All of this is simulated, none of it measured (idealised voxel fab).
Process module heading - voxel ribs on slabs
Cross-section cut: width 255 nm, square cells of 5 nm.
Bands, listed from the top down, are how a cross-section gets written in this document; the cross-section itself is a grid of square cells, and a band is one or more rows of them.
Basically the band line says how high the top is and how high the bottom is, in nm, and then what's in it from left to right, every material with its width in nm. Empty space shows up as "blank", and if a single material carries "full width" it runs the full band edge to edge.
Heights are measured from 0, the level below which the as-received wafer is all one material; the lowest band has no bottom and continues downward, written as in "0 nm and below".
You'd read "30..40" like this: the band's top row of cells is as wide as the first number, its bottom row is as wide as the second, and going down, every row changes width by the same amount as the row before did.
"nothing different" after a step means that no cell of the cross-section changed.
"Enclosed cavities" enumerates empty spaces isolated from the top, with no open way to it, that contain at least 8 cells, giving each as width x height at distance from the left edge, all three in nm.
On each step's line, the part that comes after the settings is the simulator's own comment on the step.
Regarding "overlay nm": on a step with a mask, it is the distance the mask lay to the right of its planned place; a negative value places it to the left.

**Planned process steps**
1: RECEIVE with material Si
2: DIRECTIONAL_DEP with material SiO2, thk nm 25
3: DIRECTIONAL_DEP with material polySi, thk nm 15
4: MASKED_ETCH with tone cover, mask id RIB, width nm 30, etch materials polySi, depth nm 5, overlay nm 0
5: DIRECTIONAL_DEP with material aC, thk nm 10
6: PATTERN with tone cover, mask id SLAB, material resist, width nm 70, thk nm 30, overlay nm 0
7: DIRECTIONAL_ETCH with etch materials aC, depth nm 10
8: STRIP with etch materials resist
9: DIRECTIONAL_ETCH with etch materials polySi, depth nm 10
10: STRIP with etch materials aC
11: FILL_DEP with material SiO2, thk nm 30
12: CMP with height nm 60
13: DIRECTIONAL_DEP with material TiN, thk nm 10
14: MASKED_ETCH with tone cover, mask id HEATER, width nm 40, etch materials TiN, depth nm 10, overlay nm 0
15: CONFORMAL_DEP with material SiO2, thk nm 5

**Cross-section of the wafer upon arrival, representing the state reached after step 1**
0 nm and below = Si full width
Enclosed cavities: none

**As-planned run: cross-section of the first of two wafers at end of module**
75 nm to 70 nm = blank (100) / SiO2 (50) / blank (105)
70 nm to 65 nm = blank (100) / SiO2 (5) / TiN (40) / SiO2 (5) / blank (105)
65 nm to 60 nm = SiO2 (105) / TiN (40) / SiO2 (110)
60 nm to 40 nm = SiO2 full width
40 nm to 35 nm = SiO2 (110) / polySi (30) / SiO2 (115)
35 nm to 25 nm = SiO2 (90) / polySi (70) / SiO2 (95)
25 nm to 0 nm = SiO2 full width
0 nm and below = Si full width
Enclosed cavities: none

**What the second wafer looks like in cross-section once the module is done. Its start and its plan matched the first wafer's exactly; what differed was one mistake in how it was run**
75 nm to 70 nm = SiO2 (110) / blank (30) / SiO2 (115)
70 nm to 65 nm = TiN (105) / SiO2 (5) / blank (30) / SiO2 (5) / TiN (110)
65 nm to 60 nm = TiN (105) / SiO2 (40) / TiN (110)
60 nm to 40 nm = SiO2 full width
40 nm to 35 nm = SiO2 (110) / polySi (30) / SiO2 (115)
35 nm to 25 nm = SiO2 (90) / polySi (70) / SiO2 (95)
25 nm to 0 nm = SiO2 full width
0 nm and below = Si full width
Enclosed cavities: none
Run error: step 14 did not use the planned setting and instead ran as MASKED_ETCH with tone open, mask id HEATER, width nm 40, etch materials TiN, depth nm 10, overlay nm 0
The final cell counts differ between the wafers, with the second having more or fewer of some materials than the first: +70 TiN
